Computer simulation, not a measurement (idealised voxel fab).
The process module presented herein is designated voxel wiring stack.
This is section cut - it's 180 nm across, gridded in 5 nm square cells.
In this document a cross-section is written as a grid of square cells. It is given as a series of bands, listed from the top down, and a band is one or more rows of cells. Top, bottom (nm), then materials left to right with widths (nm); lone material tagged "full width" fills the whole band edge to edge; "empty" = empty space. Height reference: 0 = level under which incoming wafer is all one material. Lowest band: no bottom, runs on downward, e.g. "from 0 down". A two-number width, for instance "30->40", indicates that the width is equal to the first number in the top row of the band and to the second number in the bottom row, and that it changes by a constant amount per row of cells. Reading "remained the same" for a step: not a cell of the cross-section changed in it. Reported under the label "Closed void table" are the empty spaces having no open way to the top and comprising 8 cells or more; the notation for each is width x height at distance, in which the distance is measured from the left edge and all three values are in nm. If you see something after the settings on a step's line, that's the simulator's own remark about that step. On any step carrying a mask, the "overlay nm" setting, if present on the step's line, tells how far right of its planned place the mask lay; negative values point to the left. How should the pairs below be read? Each gives the cross-section before one process step and the cross-section after it, the latter drawn only to the lowest band that changed; the step that lies between them, with its settings, appears under the pair. Does a pair pick up where the pair above left off? Only where its entry headed "Prior to processing" says so, since pairs can come from different runs of this module on the same starting wafer.
Prior to processing
- from 120 to 110  aC=55 / empty=15 / aC=110
- from 110 to 80  SiO2 full width
- from 80 to 75  SiCN full width
- from 75 to 60  lowk=50 / SiN=5 / W=25 / SiN=5 / lowk=5 / SiN=5 / W=25 / SiN=5 / lowk=55
- from 60 to 55  SiN=55 / TiN=25 / SiN=15 / TiN=25 / SiN=60
- from 55 to 45  SiO2=55 / TiN=5 / Ru=5 / TiN=5 / SiO2=25 / TiN=5 / Ru=5 / TiN=5 / SiO2=70
- from 45 to 40  SiCN=55 / TiN=15 / SiCN=25 / TiN=15 / SiCN=70
- from 40 to 35  Ru full width
- from 35 to 30  TiN=60 / Cu=15 / TiN=25 / Cu=15 / TiN=65
- from 30 to 20  SiO2=55 / TiN=5 / Cu=15 / TiN=5 / SiO2=15 / TiN=5 / Cu=15 / TiN=5 / SiO2=60
- from 20 to 15  SiO2=55 / TiN=25 / SiO2=15 / TiN=25 / SiO2=60
- from 15 to 0  SiO2 full width
- from 0 down  Si full width
- Closed void table: none
As Processed
- from 120 to 110  aC=55 / empty=15 / aC=110
- from 110 to 80  SiO2=55 / empty=15 / SiO2=110
- Anything lower than 80 is untouched.
- Closed void table: none
The process step bridging the two cross-sections above: DIRECTIONAL_ETCH with etch materials SiO2, depth nm 30
Prior to processing: The prior state of this step coincides with the post-step cross-section of the pair just above.
As Processed
- from 110 to 80  SiO2=55 / empty=15 / SiO2=110
- Anything lower than 80 is untouched.
- Closed void table: none
The process step bridging the two cross-sections above: STRIP with etch materials aC
Prior to processing: The prior state of this step coincides with the post-step cross-section of the pair just above.
As Processed
- from 125 to 110  aC=55 / empty=15 / aC=110
- from 110 to 95  SiO2=55 / empty=15 / SiO2=110
- from 95 to 80  SiO2=55 / aC=15 / SiO2=110
- Anything lower than 80 is untouched.
- Closed void table: none
The process step bridging the two cross-sections above: DIRECTIONAL_DEP with material aC, thk nm 15
Prior to processing: The prior state of this step coincides with the post-step cross-section of the pair just above.
As Processed
- from 155 to 125  resist=55 / empty=25 / resist=15 / empty=25 / resist=60
- Anything lower than 125 is untouched.
- Closed void table: none
The process step bridging the two cross-sections above: PATTERN with tone open, mask id METAL_3, material resist, width nm 25, pitch nm 40, thk nm 30, overlay nm 0
Prior to processing: The prior state of this step coincides with the post-step cross-section of the pair just above.
As Processed
- from 140 to 125  resist=55 / empty=25 / resist=15 / empty=25 / resist=60
- from 125 to 110  aC=55 / empty=25 / aC=15 / empty=25 / aC=60
- from 110 to 80  SiO2=55 / empty=15 / SiO2=110
- Anything lower than 80 is untouched.
- Closed void table: none
The process step bridging the two cross-sections above: DIRECTIONAL_ETCH with etch materials aC, depth nm 15
Prior to processing: The prior state of this step coincides with the post-step cross-section of the pair just above.
As Processed
- from 125 to 110  aC=55 / empty=25 / aC=15 / empty=25 / aC=60
- Anything lower than 110 is untouched.
- Closed void table: none
The process step bridging the two cross-sections above: STRIP with etch materials resist
Prior to processing: The prior state of this step coincides with the post-step cross-section of the pair just above.
As Processed
- from 125 to 110  aC=55 / empty=25 / aC=15 / empty=25 / aC=60
- from 110 to 95  SiO2=55 / empty=25 / SiO2=15 / empty=25 / SiO2=60
- Anything lower than 95 is untouched.
- Closed void table: none
The process step bridging the two cross-sections above: DIRECTIONAL_ETCH with etch materials SiO2, depth nm 15
Prior to processing: The prior state of this step coincides with the post-step cross-section of the pair just above.
As Processed
- from 125 to 110  aC=55 / empty=25 / aC=15 / empty=25 / aC=60
- from 110 to 95  SiO2=55 / empty=25 / SiO2=15 / empty=25 / SiO2=60
- from 95 to 80  SiO2=55 / empty=15 / SiO2=110
- from 80 to 75  SiCN=55 / empty=15 / SiCN=110
- Anything lower than 75 is untouched.
- Closed void table: none
The process step bridging the two cross-sections above: DIRECTIONAL_ETCH with etch materials SiCN, depth nm 5
Prior to processing: The prior state of this step coincides with the post-step cross-section of the pair just above.
As Processed
- from 110 to 95  SiO2=55 / empty=25 / SiO2=15 / empty=25 / SiO2=60
- Anything lower than 95 is untouched.
- Closed void table: none
The process step bridging the two cross-sections above: STRIP with etch materials aC
Prior to processing: The prior state of this step coincides with the post-step cross-section of the pair just above.
As Processed
- from 115 to 110  TiN=60 / empty=15 / TiN=25 / empty=15 / TiN=65
- from 110 to 100  SiO2=55 / TiN=5 / empty=15 / TiN=5 / SiO2=15 / TiN=5 / empty=15 / TiN=5 / SiO2=60
- from 100 to 95  SiO2=55 / TiN=5 / empty=5 / TiN=15 / SiO2=15 / TiN=25 / SiO2=60
- from 95 to 80  SiO2=55 / TiN=5 / empty=5 / TiN=5 / SiO2=110
- from 80 to 75  SiCN=55 / TiN=15 / SiCN=110
- Anything lower than 75 is untouched.
- Closed void table: none
The process step bridging the two cross-sections above: CONFORMAL_DEP with material TiN, thk nm 5
Prior to processing: The prior state of this step coincides with the post-step cross-section of the pair just above.
As Processed
- from 120 to 115  Cu full width
- from 115 to 110  TiN=60 / Cu=15 / TiN=25 / Cu=15 / TiN=65
- from 110 to 100  SiO2=55 / TiN=5 / Cu=15 / TiN=5 / SiO2=15 / TiN=5 / Cu=15 / TiN=5 / SiO2=60
- from 100 to 95  SiO2=55 / TiN=5 / Cu=5 / TiN=15 / SiO2=15 / TiN=25 / SiO2=60
- from 95 to 80  SiO2=55 / TiN=5 / Cu=5 / TiN=5 / SiO2=110
- Anything lower than 80 is untouched.
- Closed void table: none
The process step bridging the two cross-sections above: FILL_DEP with material Cu, thk nm 5
Prior to processing: The prior state of this step coincides with the post-step cross-section of the pair just above.
As Processed
- from 110 to 100  SiO2=55 / TiN=5 / Cu=15 / TiN=5 / SiO2=15 / TiN=5 / Cu=15 / TiN=5 / SiO2=60
- Anything lower than 100 is untouched.
- Closed void table: none
The process step bridging the two cross-sections above: CMP with height nm 110
Prior to processing: The prior state of this step coincides with the post-step cross-section of the pair just above.
As Processed
- from 115 to 110  SiN full width
- Anything lower than 110 is untouched.
- Closed void table: none
The process step bridging the two cross-sections above: CONFORMAL_DEP with material SiN, thk nm 5
Prior to processing
- from 110 to 80  SiO2 full width
- from 80 to 75  SiCN full width
- from 75 to 60  lowk=50 / SiN=5 / W=25 / SiN=5 / lowk=5 / SiN=5 / W=25 / SiN=5 / lowk=55
- from 60 to 55  SiN=55 / TiN=25 / SiN=15 / TiN=25 / SiN=60
- from 55 to 45  SiO2=55 / TiN=5 / Ru=5 / TiN=5 / SiO2=25 / TiN=5 / Ru=5 / TiN=5 / SiO2=70
- from 45 to 40  SiCN=55 / TiN=15 / SiCN=25 / TiN=15 / SiCN=70
- from 40 to 35  SiCN=50 / Ru=35 / SiCN=5 / Ru=35 / SiCN=55
- from 35 to 20  SiO2=55 / TiN=5 / Cu=15 / TiN=5 / SiO2=15 / TiN=5 / Cu=15 / TiN=5 / SiO2=60
- from 20 to 15  SiN=55 / TiN=25 / SiN=15 / TiN=25 / SiN=60
- from 15 to 0  SiO2 full width
- from 0 down  Si full width
- Closed void table: none
As Processed
- from 140 to 80  SiO2 full width
- Anything lower than 80 is untouched.
- Closed void table: none
The process step bridging the two cross-sections above: DIRECTIONAL_DEP with material SiO2, thk nm 30
Prior to processing: The prior state of this step coincides with the post-step cross-section of the pair just above.
As Processed
- from 150 to 140  aC full width
- Anything lower than 140 is untouched.
- Closed void table: none
The process step bridging the two cross-sections above: DIRECTIONAL_DEP with material aC, thk nm 10
Prior to processing: The prior state of this step coincides with the post-step cross-section of the pair just above.
As Processed
- from 180 to 150  resist=55 / empty=15 / resist=110
- Anything lower than 150 is untouched.
- Closed void table: none
The process step bridging the two cross-sections above: PATTERN with tone open, mask id METAL_3_HOLES, material resist, width nm 15, thk nm 30, overlay nm 0
Prior to processing: The prior state of this step coincides with the post-step cross-section of the pair just above.
As Processed
- from 170 to 150  resist=55 / empty=15 / resist=110
- from 150 to 140  aC=55 / empty=15 / aC=110
- Anything lower than 140 is untouched.
- Closed void table: none
The process step bridging the two cross-sections above: DIRECTIONAL_ETCH with etch materials aC, depth nm 10
Prior to processing: The prior state of this step coincides with the post-step cross-section of the pair just above.
As Processed
- from 150 to 140  aC=55 / empty=15 / aC=110
- Anything lower than 140 is untouched.
- Closed void table: none
The process step bridging the two cross-sections above: STRIP with etch materials resist
Prior to processing: The prior state of this step coincides with the post-step cross-section of the pair just above.
As Processed
- from 150 to 140  aC=55 / empty=15 / aC=110
- from 140 to 110  SiO2=55 / empty=15 / SiO2=110
- Anything lower than 110 is untouched.
- Closed void table: none
The process step bridging the two cross-sections above: DIRECTIONAL_ETCH with etch materials SiO2, depth nm 30
Prior to processing: The prior state of this step coincides with the post-step cross-section of the pair just above.
As Processed
- from 140 to 110  SiO2=55 / empty=15 / SiO2=110
- Anything lower than 110 is untouched.
- Closed void table: none
The process step bridging the two cross-sections above: STRIP with etch materials aC
Prior to processing: The prior state of this step coincides with the post-step cross-section of the pair just above.
As Processed
- from 155 to 140  aC=55 / empty=15 / aC=110
- from 140 to 125  SiO2=55 / empty=15 / SiO2=110
- from 125 to 110  SiO2=55 / aC=15 / SiO2=110
- Anything lower than 110 is untouched.
- Closed void table: none
The process step bridging the two cross-sections above: DIRECTIONAL_DEP with material aC, thk nm 15
Prior to processing: The prior state of this step coincides with the post-step cross-section of the pair just above.
As Processed
- from 185 to 155  resist=55 / empty=25 / resist=15 / empty=25 / resist=60
- Anything lower than 155 is untouched.
- Closed void table: none
The process step bridging the two cross-sections above: PATTERN with tone open, mask id METAL_3, material resist, width nm 25, pitch nm 40, thk nm 30, overlay nm 0
Prior to processing: The prior state of this step coincides with the post-step cross-section of the pair just above.
As Processed
- from 170 to 155  resist=55 / empty=25 / resist=15 / empty=25 / resist=60
- from 155 to 140  aC=55 / empty=25 / aC=15 / empty=25 / aC=60
- from 140 to 110  SiO2=55 / empty=15 / SiO2=110
- Anything lower than 110 is untouched.
- Closed void table: none
The process step bridging the two cross-sections above: DIRECTIONAL_ETCH with etch materials aC, depth nm 15
Prior to processing: The prior state of this step coincides with the post-step cross-section of the pair just above.
As Processed
- from 155 to 140  aC=55 / empty=25 / aC=15 / empty=25 / aC=60
- Anything lower than 140 is untouched.
- Closed void table: none
The process step bridging the two cross-sections above: STRIP with etch materials resist
Prior to processing: The prior state of this step coincides with the post-step cross-section of the pair just above.
As Processed
- from 155 to 140  aC=55 / empty=25 / aC=15 / empty=25 / aC=60
- from 140 to 125  SiO2=55 / empty=25 / SiO2=15 / empty=25 / SiO2=60
- from 125 to 95  SiO2=55 / empty=15 / SiO2=110
- Anything lower than 95 is untouched.
- Closed void table: none
The process step bridging the two cross-sections above: DIRECTIONAL_ETCH with etch materials SiO2, depth nm 15
Prior to processing: The prior state of this step coincides with the post-step cross-section of the pair just above.
As Processed
- from 140 to 125  SiO2=55 / empty=25 / SiO2=15 / empty=25 / SiO2=60
- Anything lower than 125 is untouched.
- Closed void table: none
The process step bridging the two cross-sections above: STRIP with etch materials aC
Prior to processing: The prior state of this step coincides with the post-step cross-section of the pair just above.
As Processed
- from 145 to 140  TiN=60 / empty=15 / TiN=25 / empty=15 / TiN=65
- from 140 to 130  SiO2=55 / TiN=5 / empty=15 / TiN=5 / SiO2=15 / TiN=5 / empty=15 / TiN=5 / SiO2=60
- from 130 to 125  SiO2=55 / TiN=5 / empty=5 / TiN=15 / SiO2=15 / TiN=25 / SiO2=60
- from 125 to 100  SiO2=55 / TiN=5 / empty=5 / TiN=5 / SiO2=110
- from 100 to 95  SiO2=55 / TiN=15 / SiO2=110
- Anything lower than 95 is untouched.
- Closed void table: none
The process step bridging the two cross-sections above: CONFORMAL_DEP with material TiN, thk nm 5
Prior to processing: The prior state of this step coincides with the post-step cross-section of the pair just above.
As Processed
- from 150 to 145  Cu full width
- from 145 to 140  TiN=60 / Cu=15 / TiN=25 / Cu=15 / TiN=65
- from 140 to 130  SiO2=55 / TiN=5 / Cu=15 / TiN=5 / SiO2=15 / TiN=5 / Cu=15 / TiN=5 / SiO2=60
- from 130 to 125  SiO2=55 / TiN=5 / Cu=5 / TiN=15 / SiO2=15 / TiN=25 / SiO2=60
- from 125 to 100  SiO2=55 / TiN=5 / Cu=5 / TiN=5 / SiO2=110
- Anything lower than 100 is untouched.
- Closed void table: none
The process step bridging the two cross-sections above: FILL_DEP with material Cu, thk nm 5
Prior to processing: The prior state of this step coincides with the post-step cross-section of the pair just above.
As Processed
- from 110 to 100  SiO2=55 / TiN=5 / Cu=5 / TiN=5 / SiO2=110
- Anything lower than 100 is untouched.
- Closed void table: none
The process step bridging the two cross-sections above: CMP with height nm 110
Prior to processing: The prior state of this step coincides with the post-step cross-section of the pair just above.
As Processed
- from 115 to 110  SiN full width
- Anything lower than 110 is untouched.
- Closed void table: none
The process step bridging the two cross-sections above: CONFORMAL_DEP with material SiN, thk nm 5
Prior to processing
- from 0 down  Si full width
- Closed void table: none
As Processed
- from 5 to 0  SiN full width
- Anything lower than 0 is untouched.
- Closed void table: none
The process step bridging the two cross-sections above: CONFORMAL_DEP with material SiN, thk nm 5
Prior to processing: The prior state of this step coincides with the post-step cross-section of the pair just above.
As Processed
- from 20 to 5  SiO2 full width
- Anything lower than 5 is untouched.
- Closed void table: none
The process step bridging the two cross-sections above: CONFORMAL_DEP with material SiO2, thk nm 15
Prior to processing: The prior state of this step coincides with the post-step cross-section of the pair just above.
As Processed
- from 35 to 5  SiO2 full width
- Anything lower than 5 is untouched.
- Closed void table: none
The process step bridging the two cross-sections above: DIRECTIONAL_DEP with material SiO2, thk nm 15
Prior to processing: The prior state of this step coincides with the post-step cross-section of the pair just above.
As Processed
- from 50 to 35  aC full width
- Anything lower than 35 is untouched.
- Closed void table: none
The process step bridging the two cross-sections above: DIRECTIONAL_DEP with material aC, thk nm 15
Prior to processing: The prior state of this step coincides with the post-step cross-section of the pair just above.
As Processed
- from 85 to 50  resist=55 / empty=25 / resist=15 / empty=25 / resist=60
- Anything lower than 50 is untouched.
- Closed void table: none
The process step bridging the two cross-sections above: PATTERN with tone open, mask id METAL_1, material resist, width nm 25, pitch nm 40, thk nm 35, overlay nm 0
Prior to processing: The prior state of this step coincides with the post-step cross-section of the pair just above.
As Processed
- from 70 to 50  resist=55 / empty=25 / resist=15 / empty=25 / resist=60
- from 50 to 35  aC=55 / empty=25 / aC=15 / empty=25 / aC=60
- Anything lower than 35 is untouched.
- Closed void table: none
The process step bridging the two cross-sections above: DIRECTIONAL_ETCH with etch materials aC, depth nm 15
Prior to processing: The prior state of this step coincides with the post-step cross-section of the pair just above.
As Processed
- from 50 to 35  aC=55 / empty=25 / aC=15 / empty=25 / aC=60
- Anything lower than 35 is untouched.
- Closed void table: none
The process step bridging the two cross-sections above: STRIP with etch materials resist
Prior to processing: The prior state of this step coincides with the post-step cross-section of the pair just above.
As Processed
- from 50 to 35  aC=55 / empty=25 / aC=15 / empty=25 / aC=60
- from 35 to 20  SiO2=55 / empty=25 / SiO2=15 / empty=25 / SiO2=60
- Anything lower than 20 is untouched.
- Closed void table: none
The process step bridging the two cross-sections above: DIRECTIONAL_ETCH with etch materials SiO2, depth nm 15
Prior to processing: The prior state of this step coincides with the post-step cross-section of the pair just above.
As Processed
- from 35 to 20  SiO2=55 / empty=25 / SiO2=15 / empty=25 / SiO2=60
- Anything lower than 20 is untouched.
- Closed void table: none
The process step bridging the two cross-sections above: STRIP with etch materials aC
Prior to processing: The prior state of this step coincides with the post-step cross-section of the pair just above.
As Processed
- from 40 to 35  TiN=60 / empty=15 / TiN=25 / empty=15 / TiN=65
- from 35 to 25  SiO2=55 / TiN=5 / empty=15 / TiN=5 / SiO2=15 / TiN=5 / empty=15 / TiN=5 / SiO2=60
- from 25 to 20  SiO2=55 / TiN=25 / SiO2=15 / TiN=25 / SiO2=60
- Anything lower than 20 is untouched.
- Closed void table: none
The process step bridging the two cross-sections above: CONFORMAL_DEP with material TiN, thk nm 5
Prior to processing: The prior state of this step coincides with the post-step cross-section of the pair just above.
As Processed
- from 45 to 40  Cu full width
- from 40 to 35  TiN=60 / Cu=15 / TiN=25 / Cu=15 / TiN=65
- from 35 to 25  SiO2=55 / TiN=5 / Cu=15 / TiN=5 / SiO2=15 / TiN=5 / Cu=15 / TiN=5 / SiO2=60
- Anything lower than 25 is untouched.
- Closed void table: none
The process step bridging the two cross-sections above: FILL_DEP with material Cu, thk nm 5
Prior to processing: The prior state of this step coincides with the post-step cross-section of the pair just above.
As Processed
- from 35 to 25  SiO2=55 / TiN=5 / Cu=15 / TiN=5 / SiO2=15 / TiN=5 / Cu=15 / TiN=5 / SiO2=60
- Anything lower than 25 is untouched.
- Closed void table: none
The process step bridging the two cross-sections above: CMP with height nm 35
Prior to processing: The prior state of this step coincides with the post-step cross-section of the pair just above.
As Processed
- from 40 to 35  empty=50 / Ru=35 / empty=5 / Ru=35 / empty=55
- Anything lower than 35 is untouched.
- Closed void table: none
The process step bridging the two cross-sections above: EPI with material Ru, thk nm 5
Prior to processing: The prior state of this step coincides with the post-step cross-section of the pair just above.
As Processed
- from 45 to 40  SiCN full width
- from 40 to 35  SiCN=50 / Ru=35 / SiCN=5 / Ru=35 / SiCN=55
- Anything lower than 35 is untouched.
- Closed void table: none
The process step bridging the two cross-sections above: FILL_DEP with material SiCN, thk nm 5
Prior to processing: The prior state of this step coincides with the post-step cross-section of the pair just above.
As Processed
- from 55 to 45  SiO2 full width
- Anything lower than 45 is untouched.
- Closed void table: none
The process step bridging the two cross-sections above: DIRECTIONAL_DEP with material SiO2, thk nm 10
Prior to processing: The prior state of this step coincides with the post-step cross-section of the pair just above.
As Processed
- from 70 to 55  resist=55 / empty=15 / resist=25 / empty=15 / resist=70
- Anything lower than 55 is untouched.
- Closed void table: none
The process step bridging the two cross-sections above: PATTERN with tone open, mask id PLUG_1, material resist, width nm 15, pitch nm 40, thk nm 15, overlay nm 0
Prior to processing: The prior state of this step coincides with the post-step cross-section of the pair just above.
As Processed
- from 70 to 55  resist=55 / empty=15 / resist=25 / empty=15 / resist=70
- from 55 to 45  SiO2=55 / empty=15 / SiO2=25 / empty=15 / SiO2=70
- Anything lower than 45 is untouched.
- Closed void table: none
The process step bridging the two cross-sections above: DIRECTIONAL_ETCH with etch materials SiO2, depth nm 10
Prior to processing: The prior state of this step coincides with the post-step cross-section of the pair just above.
As Processed
- from 70 to 55  resist=55 / empty=15 / resist=25 / empty=15 / resist=70
- from 55 to 45  SiO2=55 / empty=15 / SiO2=25 / empty=15 / SiO2=70
- from 45 to 40  SiCN=55 / empty=15 / SiCN=25 / empty=15 / SiCN=70
- Anything lower than 40 is untouched.
- Closed void table: none
The process step bridging the two cross-sections above: DIRECTIONAL_ETCH with etch materials SiCN, depth nm 5
Prior to processing: The prior state of this step coincides with the post-step cross-section of the pair just above.
As Processed
- from 55 to 45  SiO2=55 / empty=15 / SiO2=25 / empty=15 / SiO2=70
- Anything lower than 45 is untouched.
- Closed void table: none
The process step bridging the two cross-sections above: STRIP with etch materials resist
Prior to processing: The prior state of this step coincides with the post-step cross-section of the pair just above.
As Processed
- from 60 to 55  TiN=60 / empty=5 / TiN=35 / empty=5 / TiN=75
- from 55 to 45  SiO2=55 / TiN=5 / empty=5 / TiN=5 / SiO2=25 / TiN=5 / empty=5 / TiN=5 / SiO2=70
- from 45 to 40  SiCN=55 / TiN=15 / SiCN=25 / TiN=15 / SiCN=70
- Anything lower than 40 is untouched.
- Closed void table: none
The process step bridging the two cross-sections above: CONFORMAL_DEP with material TiN, thk nm 5
Prior to processing: The prior state of this step coincides with the post-step cross-section of the pair just above.
As Processed
- from 70 to 60  Ru full width
- from 60 to 55  TiN=60 / Ru=5 / TiN=35 / Ru=5 / TiN=75
- from 55 to 45  SiO2=55 / TiN=5 / Ru=5 / TiN=5 / SiO2=25 / TiN=5 / Ru=5 / TiN=5 / SiO2=70
- Anything lower than 45 is untouched.
- Closed void table: none
The process step bridging the two cross-sections above: FILL_DEP with material Ru, thk nm 10
Prior to processing: The prior state of this step coincides with the post-step cross-section of the pair just above.
As Processed
- from 55 to 45  SiO2=55 / TiN=5 / Ru=5 / TiN=5 / SiO2=25 / TiN=5 / Ru=5 / TiN=5 / SiO2=70
- Anything lower than 45 is untouched.
- Closed void table: none
The process step bridging the two cross-sections above: CMP with height nm 55
Prior to processing: The prior state of this step coincides with the post-step cross-section of the pair just above.
As Processed
- from 60 to 55  TiN full width
- Anything lower than 55 is untouched.
- Closed void table: none
The process step bridging the two cross-sections above: DIRECTIONAL_DEP with material TiN, thk nm 5
Prior to processing: The prior state of this step coincides with the post-step cross-section of the pair just above.
As Processed
- from 75 to 60  W full width
- Anything lower than 60 is untouched.
- Closed void table: none
The process step bridging the two cross-sections above: DIRECTIONAL_DEP with material W, thk nm 15
Prior to processing: The prior state of this step coincides with the post-step cross-section of the pair just above.
As Processed
- from 95 to 75  empty=55 / resist=25 / empty=15 / resist=25 / empty=60
- Anything lower than 75 is untouched.
- Closed void table: none
The process step bridging the two cross-sections above: PATTERN with tone cover, mask id METAL_2, material resist, width nm 25, pitch nm 40, thk nm 20, overlay nm 0
Prior to processing: The prior state of this step coincides with the post-step cross-section of the pair just above.
As Processed
- from 95 to 75  empty=55 / resist=25 / empty=15 / resist=25 / empty=60
- from 75 to 60  empty=55 / W=25 / empty=15 / W=25 / empty=60
- Anything lower than 60 is untouched.
- Closed void table: none
The process step bridging the two cross-sections above: DIRECTIONAL_ETCH with etch materials W, depth nm 15
Prior to processing: The prior state of this step coincides with the post-step cross-section of the pair just above.
As Processed
- from 95 to 75  empty=55 / resist=25 / empty=15 / resist=25 / empty=60
- from 75 to 60  empty=55 / W=25 / empty=15 / W=25 / empty=60
- from 60 to 55  empty=55 / TiN=25 / empty=15 / TiN=25 / empty=60
- Anything lower than 55 is untouched.
- Closed void table: none
The process step bridging the two cross-sections above: DIRECTIONAL_ETCH with etch materials TiN, depth nm 5
Prior to processing: The prior state of this step coincides with the post-step cross-section of the pair just above.
As Processed
- from 75 to 60  empty=55 / W=25 / empty=15 / W=25 / empty=60
- Anything lower than 60 is untouched.
- Closed void table: none
The process step bridging the two cross-sections above: STRIP with etch materials resist
Prior to processing: The prior state of this step coincides with the post-step cross-section of the pair just above.
As Processed
- from 80 to 75  empty=50 / SiN=35 / empty=5 / SiN=35 / empty=55
- from 75 to 60  empty=50 / SiN=5 / W=25 / SiN=5 / empty=5 / SiN=5 / W=25 / SiN=5 / empty=55
- from 60 to 55  SiN=55 / TiN=25 / SiN=15 / TiN=25 / SiN=60
- Anything lower than 55 is untouched.
- Closed void table: none
The process step bridging the two cross-sections above: CONFORMAL_DEP with material SiN, thk nm 5
Prior to processing: The prior state of this step coincides with the post-step cross-section of the pair just above.
As Processed
- from 90 to 80  lowk full width
- from 80 to 75  lowk=50 / SiN=35 / lowk=5 / SiN=35 / lowk=55
- from 75 to 60  lowk=50 / SiN=5 / W=25 / SiN=5 / lowk=5 / SiN=5 / W=25 / SiN=5 / lowk=55
- Anything lower than 60 is untouched.
- Closed void table: none
The process step bridging the two cross-sections above: FILL_DEP with material lowk, thk nm 10
Prior to processing: The prior state of this step coincides with the post-step cross-section of the pair just above.
As Processed
- from 75 to 60  lowk=50 / SiN=5 / W=25 / SiN=5 / lowk=5 / SiN=5 / W=25 / SiN=5 / lowk=55
- Anything lower than 60 is untouched.
- Closed void table: none
The process step bridging the two cross-sections above: CMP with height nm 75
Prior to processing: The prior state of this step coincides with the post-step cross-section of the pair just above.
As Processed
- from 80 to 75  SiCN full width
- Anything lower than 75 is untouched.
- Closed void table: none
The process step bridging the two cross-sections above: CONFORMAL_DEP with material SiCN, thk nm 5
Prior to processing: The prior state of this step coincides with the post-step cross-section of the pair just above.
As Processed
- from 110 to 80  SiO2 full width
- Anything lower than 80 is untouched.
- Closed void table: none
The process step bridging the two cross-sections above: DIRECTIONAL_DEP with material SiO2, thk nm 30
Prior to processing: The prior state of this step coincides with the post-step cross-section of the pair just above.
As Processed
- from 120 to 110  aC full width
- Anything lower than 110 is untouched.
- Closed void table: none
The process step bridging the two cross-sections above: DIRECTIONAL_DEP with material aC, thk nm 10
Prior to processing: The prior state of this step coincides with the post-step cross-section of the pair just above.
As Processed
- from 150 to 120  resist=55 / empty=15 / resist=110
- Anything lower than 120 is untouched.
- Closed void table: none
The process step bridging the two cross-sections above: PATTERN with tone open, mask id METAL_3_HOLES, material resist, width nm 15, thk nm 30, overlay nm 0
Prior to processing: The prior state of this step coincides with the post-step cross-section of the pair just above.
As Processed
- from 140 to 120  resist=55 / empty=15 / resist=110
- from 120 to 110  aC=55 / empty=15 / aC=110
- Anything lower than 110 is untouched.
- Closed void table: none
The process step bridging the two cross-sections above: DIRECTIONAL_ETCH with etch materials aC, depth nm 10
Prior to processing: The prior state of this step coincides with the post-step cross-section of the pair just above.
As Processed
- from 120 to 110  aC=55 / empty=15 / aC=110
- Anything lower than 110 is untouched.
- Closed void table: none
The process step bridging the two cross-sections above: STRIP with etch materials resist
Prior to processing: The prior state of this step coincides with the post-step cross-section of the pair just above.
As Processed
- from 120 to 110  aC=55 / empty=15 / aC=110
- from 110 to 80  SiO2=55 / empty=15 / SiO2=110
- Anything lower than 80 is untouched.
- Closed void table: none
The process step bridging the two cross-sections above: DIRECTIONAL_ETCH with etch materials SiO2, depth nm 30
Prior to processing: The prior state of this step coincides with the post-step cross-section of the pair just above.
As Processed
- from 110 to 80  SiO2=55 / empty=15 / SiO2=110
- Anything lower than 80 is untouched.
- Closed void table: none
The process step bridging the two cross-sections above: STRIP with etch materials aC
Prior to processing: The prior state of this step coincides with the post-step cross-section of the pair just above.
As Processed
- from 125 to 110  aC=55 / empty=15 / aC=110
- from 110 to 95  SiO2=55 / empty=15 / SiO2=110
- from 95 to 80  SiO2=55 / aC=15 / SiO2=110
- Anything lower than 80 is untouched.
- Closed void table: none
The process step bridging the two cross-sections above: DIRECTIONAL_DEP with material aC, thk nm 15
Prior to processing: The prior state of this step coincides with the post-step cross-section of the pair just above.
As Processed
- from 155 to 125  resist=55 / empty=25 / resist=15 / empty=25 / resist=60
- Anything lower than 125 is untouched.
- Closed void table: none
The process step bridging the two cross-sections above: PATTERN with tone open, mask id METAL_3, material resist, width nm 25, pitch nm 40, thk nm 30, overlay nm 0
Prior to processing: The prior state of this step coincides with the post-step cross-section of the pair just above.
As Processed
- from 140 to 125  resist=55 / empty=25 / resist=15 / empty=25 / resist=60
- from 125 to 110  aC=55 / empty=25 / aC=15 / empty=25 / aC=60
- from 110 to 80  SiO2=55 / empty=15 / SiO2=110
- Anything lower than 80 is untouched.
- Closed void table: none
The process step bridging the two cross-sections above: DIRECTIONAL_ETCH with etch materials aC, depth nm 15
Prior to processing: The prior state of this step coincides with the post-step cross-section of the pair just above.
As Processed
- from 125 to 110  aC=55 / empty=25 / aC=15 / empty=25 / aC=60
- Anything lower than 110 is untouched.
- Closed void table: none
The process step bridging the two cross-sections above: STRIP with etch materials resist
Prior to processing: The prior state of this step coincides with the post-step cross-section of the pair just above.
As Processed
- from 125 to 110  aC=55 / empty=25 / aC=15 / empty=25 / aC=60
- from 110 to 95  SiO2=55 / empty=25 / SiO2=15 / empty=25 / SiO2=60
- Anything lower than 95 is untouched.
- Closed void table: none
The process step bridging the two cross-sections above: DIRECTIONAL_ETCH with etch materials SiO2, depth nm 15
Prior to processing: The prior state of this step coincides with the post-step cross-section of the pair just above.
As Processed
- from 125 to 110  aC=55 / empty=25 / aC=15 / empty=25 / aC=60
- from 110 to 95  SiO2=55 / empty=25 / SiO2=15 / empty=25 / SiO2=60
- from 95 to 80  SiO2=55 / empty=15 / SiO2=110
- from 80 to 75  SiCN=55 / empty=15 / SiCN=110
- Anything lower than 75 is untouched.
- Closed void table: none
The process step bridging the two cross-sections above: DIRECTIONAL_ETCH with etch materials SiCN, depth nm 5
Prior to processing: The prior state of this step coincides with the post-step cross-section of the pair just above.
As Processed
- from 110 to 95  SiO2=55 / empty=25 / SiO2=15 / empty=25 / SiO2=60
- Anything lower than 95 is untouched.
- Closed void table: none
The process step bridging the two cross-sections above: STRIP with etch materials aC
Prior to processing: The prior state of this step coincides with the post-step cross-section of the pair just above.
As Processed
- from 115 to 110  TiN=60 / empty=15 / TiN=25 / empty=15 / TiN=65
- from 110 to 100  SiO2=55 / TiN=5 / empty=15 / TiN=5 / SiO2=15 / TiN=5 / empty=15 / TiN=5 / SiO2=60
- from 100 to 95  SiO2=55 / TiN=5 / empty=5 / TiN=15 / SiO2=15 / TiN=25 / SiO2=60
- from 95 to 80  SiO2=55 / TiN=5 / empty=5 / TiN=5 / SiO2=110
- from 80 to 75  SiCN=55 / TiN=15 / SiCN=110
- Anything lower than 75 is untouched.
- Closed void table: none
The process step bridging the two cross-sections above: CONFORMAL_DEP with material TiN, thk nm 5
